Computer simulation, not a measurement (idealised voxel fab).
Presented below is a process module, voxel released beams.
Shown is cross-section cut, with a width of 185 nm and square cells of size 5 nm.
Cross-section layout: square cells on a grid; listed as bands, top to bottom; a band spans one or more cell rows.
Basically the band line says how high the top is and how high the bottom is, in nm, and then what's in it from left to right, every material with its width in nm. Empty space shows up as "blank", and if a single material carries "full width" it runs the full band edge to edge.
Basically, 0 is our baseline, since under it the wafer straight out of the box is all one material. The bottom band has no lower end and keeps on going down, so it looks like "0 and below".
Per-row width for "30 to 40": begins at first number (top row of band), ends at second number (bottom row), increment between rows held constant.
The cross-section has no changed cell in any step marked "stayed the same".
For the entry "Sealed-off cavities", the listed items are empty spaces with no open way to the top whose size is 8 cells or more; each item follows the pattern width x height at distance, where distance is from the left edge and all three are in nm.
Text after the settings on a step's line: the simulator's own remark on that step.
The optional step-line setting "overlay nm" applies to steps with a mask and quantifies how far to the right of its planned location the mask lay, a negative value indicating leftward placement.

This section lists the process steps that were planned
| 1 | RECEIVE [material Si] |
| 2 | CONFORMAL_DEP [material SiN] [thk nm 5] |
| 3 | DIRECTIONAL_DEP [material SiO2] [thk nm 15] |
| 4 | MASKED_ETCH [tone open] [mask id ANCHOR] [width nm 30] [etch materials SiO2] [depth nm 15] [overlay nm 0] |
| 5 | CONFORMAL_DEP [material TiN] [thk nm 10] |
| 6 | PATTERN [tone cover] [mask id BEAM] [material resist] [width nm 105] [thk nm 20] [overlay nm 0] |
| 7 | DIRECTIONAL_ETCH [etch materials TiN] [depth nm 10] |
| 8 | STRIP [etch materials resist] |
| 9 | STRIP [etch materials SiO2] |

Cross-section of the wafer upon arrival, representing the state reached after step 1
    0 and below | Si full width
    Sealed-off cavities: none

End-of-module cross-section. Starting structure and process plan as above; one mistake made in running it
    0 and below | Si full width
    Sealed-off cavities: none
Where did the run depart from the plan? note that step 2 departed from the planned setting and was carried out as CONFORMAL_DEP [material SiO2] [thk nm 5]
